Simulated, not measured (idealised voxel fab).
Proc. module: voxel self aligned vias
Pictured: cross-section cut, 170 nm wide, on a grid of 5 nm square cells.
Each cross-section below is a grid of square cells, stated as bands in top-down order, with one or more rows of cells making up each band. First you get the band's top height and its bottom height, in nm, and then the materials it's made of, left to right, with each width in nm. If you see a single material with "full width", that one covers the band edge to edge. "air" is empty space. For the purposes of this specification, 0 denotes the height below which the wafer in its as-received condition is composed wholly of one material, and the lowermost band, lacking a lower limit, extends downward without end, as expressed in "from 0 down". Top row gets the first number, bottom row gets the second, and each row in between changes by the same step: that is how a band width like "30..40" works. You'll sometimes find "no alterations made" written for a step, and that's the way of saying that nowhere in the cross-section did a cell change during that step. Listed in "Listed closed voids": every empty space of 8 or more cells without an open way to the top. Form: width x height at distance, the distance being from the left edge, all in nm. Formally, on a step line, whatever follows the settings is a remark that the simulator itself makes on the step. The "overlay nm" setting may appear on a step's line; for a step that uses a mask, it gives how far to the right of its planned position the mask lay, and a negative value indicates the left.
Here's what the planned process steps look like:
step 1: RECEIVE with material Si
step 2: CONFORMAL_DEP with material SiO2, thk nm 10
step 3: CONFORMAL_DEP with material SiCN, thk nm 5
step 4: DIRECTIONAL_DEP with material lowk, thk nm 20
step 5: MASKED_ETCH with tone open, mask id LINES, width nm 20, pitch nm 70, etch materials lowk, depth nm 20, overlay nm 0
step 6: CONFORMAL_DEP with material TiN, thk nm 5
step 7: FILL_DEP with material Ru, thk nm 5
step 8: CMP with height nm 35
step 9: SELECTIVE_ETCH with etch materials W Ru TiN, depth nm 10
step 10: FILL_DEP with material SiN, thk nm 10
step 11: CMP with height nm 35
step 12: DIRECTIONAL_DEP with material lowk, thk nm 15
step 13: DIRECTIONAL_DEP with material aC, thk nm 10
step 14: PATTERN with tone open, mask id VIAS, material resist, width nm 40, pitch nm 70, thk nm 25, overlay nm 0
step 15: DIRECTIONAL_ETCH with etch materials aC, depth nm 10
step 16: STRIP with etch materials resist
step 17: DIRECTIONAL_ETCH with etch materials lowk, depth nm 15
step 18: DIRECTIONAL_ETCH with etch materials SiN, depth nm 10
step 19: STRIP with etch materials aC
step 20: CONFORMAL_DEP with material TiN, thk nm 5
step 21: FILL_DEP with material W, thk nm 10
step 22: CMP with height nm 50
step 23: CONFORMAL_DEP with material SiCN, thk nm 5
The first wafer of two, processed as planned:
As-received wafer cross-section (after step 1):
* from 0 down  Si full width
* Listed closed voids: none
after step 2:
* from 10 to 0  SiO2 full width
* Nothing below the height 0 has changed.
after step 3:
* from 15 to 10  SiCN full width
* Nothing below the height 10 has changed.
after step 4:
* from 35 to 15  lowk full width
* Nothing below the height 15 has changed.
after step 5:
* from 35 to 15  lowk 40 nm; air 20 nm; lowk 50 nm; air 20 nm; lowk 40 nm
* Nothing below the height 15 has changed.
after step 6:
* from 40 to 35  TiN 45 nm; air 10 nm; TiN 60 nm; air 10 nm; TiN 45 nm
* from 35 to 20  lowk 40 nm; TiN 5 nm; air 10 nm; TiN 5 nm; lowk 50 nm; TiN 5 nm; air 10 nm; TiN 5 nm; lowk 40 nm
* from 20 to 15  lowk 40 nm; TiN 20 nm; lowk 50 nm; TiN 20 nm; lowk 40 nm
* Nothing below the height 15 has changed.
after step 7:
* from 45 to 40  Ru full width
* from 40 to 35  TiN 45 nm; Ru 10 nm; TiN 60 nm; Ru 10 nm; TiN 45 nm
* from 35 to 20  lowk 40 nm; TiN 5 nm; Ru 10 nm; TiN 5 nm; lowk 50 nm; TiN 5 nm; Ru 10 nm; TiN 5 nm; lowk 40 nm
* Nothing below the height 20 has changed.
after step 8:
* from 35 to 20  lowk 40 nm; TiN 5 nm; Ru 10 nm; TiN 5 nm; lowk 50 nm; TiN 5 nm; Ru 10 nm; TiN 5 nm; lowk 40 nm
* Nothing below the height 20 has changed.
after step 9:
* from 35 to 25  lowk 40 nm; air 20 nm; lowk 50 nm; air 20 nm; lowk 40 nm
* Nothing below the height 25 has changed.
after step 10:
* from 45 to 35  SiN full width
* from 35 to 25  lowk 40 nm; SiN 20 nm; lowk 50 nm; SiN 20 nm; lowk 40 nm
* Nothing below the height 25 has changed.
after step 11:
* from 35 to 25  lowk 40 nm; SiN 20 nm; lowk 50 nm; SiN 20 nm; lowk 40 nm
* Nothing below the height 25 has changed.
after step 12:
* from 50 to 35  lowk full width
* Nothing below the height 35 has changed.
after step 13:
* from 60 to 50  aC full width
* Nothing below the height 50 has changed.
after step 14:
* from 85 to 60  resist 30 nm; air 40 nm; resist 30 nm; air 40 nm; resist 30 nm
* Nothing below the height 60 has changed.
after step 15:
* from 75 to 60  resist 30 nm; air 40 nm; resist 30 nm; air 40 nm; resist 30 nm
* from 60 to 50  aC 30 nm; air 40 nm; aC 30 nm; air 40 nm; aC 30 nm
* Nothing below the height 50 has changed.
after step 16:
* from 60 to 50  aC 30 nm; air 40 nm; aC 30 nm; air 40 nm; aC 30 nm
* Nothing below the height 50 has changed.
after step 17:
* from 60 to 50  aC 30 nm; air 40 nm; aC 30 nm; air 40 nm; aC 30 nm
* from 50 to 35  lowk 30 nm; air 40 nm; lowk 30 nm; air 40 nm; lowk 30 nm
* Nothing below the height 35 has changed.
after step 18:
* from 60 to 50  aC 30 nm; air 40 nm; aC 30 nm; air 40 nm; aC 30 nm
* from 50 to 35  lowk 30 nm; air 40 nm; lowk 30 nm; air 40 nm; lowk 30 nm
* from 35 to 25  lowk 40 nm; air 20 nm; lowk 50 nm; air 20 nm; lowk 40 nm
* Nothing below the height 25 has changed.
after step 19:
* from 50 to 35  lowk 30 nm; air 40 nm; lowk 30 nm; air 40 nm; lowk 30 nm
* Nothing below the height 35 has changed.
after step 20:
* from 55 to 50  TiN 35 nm; air 30 nm; TiN 40 nm; air 30 nm; TiN 35 nm
* from 50 to 40  lowk 30 nm; TiN 5 nm; air 30 nm; TiN 5 nm; lowk 30 nm; TiN 5 nm; air 30 nm; TiN 5 nm; lowk 30 nm
* from 40 to 30  lowk 30..40 nm; TiN 15..5 nm; air 10 nm; TiN 15..5 nm; lowk 30..50 nm; TiN 15..5 nm; air 10 nm; TiN 15..5 nm; lowk 30..40 nm
* from 30 to 25  lowk 40 nm; TiN 20 nm; lowk 50 nm; TiN 20 nm; lowk 40 nm
* Nothing below the height 25 has changed.
after step 21:
* from 65 to 55  W full width
* from 55 to 50  TiN 35 nm; W 30 nm; TiN 40 nm; W 30 nm; TiN 35 nm
* from 50 to 40  lowk 30 nm; TiN 5 nm; W 30 nm; TiN 5 nm; lowk 30 nm; TiN 5 nm; W 30 nm; TiN 5 nm; lowk 30 nm
* from 40 to 30  lowk 30..40 nm; TiN 15..5 nm; W 10 nm; TiN 15..5 nm; lowk 30..50 nm; TiN 15..5 nm; W 10 nm; TiN 15..5 nm; lowk 30..40 nm
* Nothing below the height 30 has changed.
after step 22:
* from 50 to 40  lowk 30 nm; TiN 5 nm; W 30 nm; TiN 5 nm; lowk 30 nm; TiN 5 nm; W 30 nm; TiN 5 nm; lowk 30 nm
* Nothing below the height 40 has changed.
after step 23:
* from 55 to 50  SiCN full width
* Nothing below the height 50 has changed.
Second wafer: same start and same plan as the first, one execution error; identical to the first through step 13:
Cross-section of the second wafer corresponding to the planned conclusion of step 14:
* from 85 to 60  resist 35 nm; air 30 nm; resist 40 nm; air 30 nm; resist 35 nm
* Nothing below the height 60 has changed.
Cross-section of the second wafer corresponding to the planned conclusion of step 15:
* from 75 to 60  resist 35 nm; air 30 nm; resist 40 nm; air 30 nm; resist 35 nm
* from 60 to 50  aC 35 nm; air 30 nm; aC 40 nm; air 30 nm; aC 35 nm
* Nothing below the height 50 has changed.
Cross-section of the second wafer corresponding to the planned conclusion of step 16:
* from 60 to 50  aC 35 nm; air 30 nm; aC 40 nm; air 30 nm; aC 35 nm
* Nothing below the height 50 has changed.
Cross-section of the second wafer corresponding to the planned conclusion of step 17:
* from 60 to 50  aC 35 nm; air 30 nm; aC 40 nm; air 30 nm; aC 35 nm
* from 50 to 35  lowk 35 nm; air 30 nm; lowk 40 nm; air 30 nm; lowk 35 nm
* Nothing below the height 35 has changed.
Cross-section of the second wafer corresponding to the planned conclusion of step 18:
* from 60 to 50  aC 35 nm; air 30 nm; aC 40 nm; air 30 nm; aC 35 nm
* from 50 to 35  lowk 35 nm; air 30 nm; lowk 40 nm; air 30 nm; lowk 35 nm
* from 35 to 25  lowk 40 nm; air 20 nm; lowk 50 nm; air 20 nm; lowk 40 nm
* Nothing below the height 25 has changed.
Cross-section of the second wafer corresponding to the planned conclusion of step 19:
* from 50 to 35  lowk 35 nm; air 30 nm; lowk 40 nm; air 30 nm; lowk 35 nm
* Nothing below the height 35 has changed.
Cross-section of the second wafer corresponding to the planned conclusion of step 20:
* from 55 to 50  TiN 40 nm; air 20 nm; TiN 50 nm; air 20 nm; TiN 40 nm
* from 50 to 40  lowk 35 nm; TiN 5 nm; air 20 nm; TiN 5 nm; lowk 40 nm; TiN 5 nm; air 20 nm; TiN 5 nm; lowk 35 nm
* from 40 to 30  lowk 35..40 nm; TiN 10..5 nm; air 10 nm; TiN 10..5 nm; lowk 40..50 nm; TiN 10..5 nm; air 10 nm; TiN 10..5 nm; lowk 35..40 nm
* from 30 to 25  lowk 40 nm; TiN 20 nm; lowk 50 nm; TiN 20 nm; lowk 40 nm
* Nothing below the height 25 has changed.
Cross-section of the second wafer corresponding to the planned conclusion of step 21:
* from 65 to 55  W full width
* from 55 to 50  TiN 40 nm; W 20 nm; TiN 50 nm; W 20 nm; TiN 40 nm
* from 50 to 40  lowk 35 nm; TiN 5 nm; W 20 nm; TiN 5 nm; lowk 40 nm; TiN 5 nm; W 20 nm; TiN 5 nm; lowk 35 nm
* from 40 to 30  lowk 35..40 nm; TiN 10..5 nm; W 10 nm; TiN 10..5 nm; lowk 40..50 nm; TiN 10..5 nm; W 10 nm; TiN 10..5 nm; lowk 35..40 nm
* Nothing below the height 30 has changed.
Cross-section of the second wafer corresponding to the planned conclusion of step 22:
* from 50 to 40  lowk 35 nm; TiN 5 nm; W 20 nm; TiN 5 nm; lowk 40 nm; TiN 5 nm; W 20 nm; TiN 5 nm; lowk 35 nm
* Nothing below the height 40 has changed.
Cross-section of the second wafer corresponding to the planned conclusion of step 23:
* from 55 to 50  SiCN full width
* Nothing below the height 50 has changed.
Misprocessing identified: heads up, step 14 didn't go per plan, it actually ran as PATTERN with tone open, mask id VIAS, material resist, width nm 30, pitch nm 70, thk nm 25, overlay nm 0
It is noted that, at the conclusion of processing, the second wafer exhibits a higher or lower cell count for certain materials relative to the first: TiN -4, W -8, lowk +12
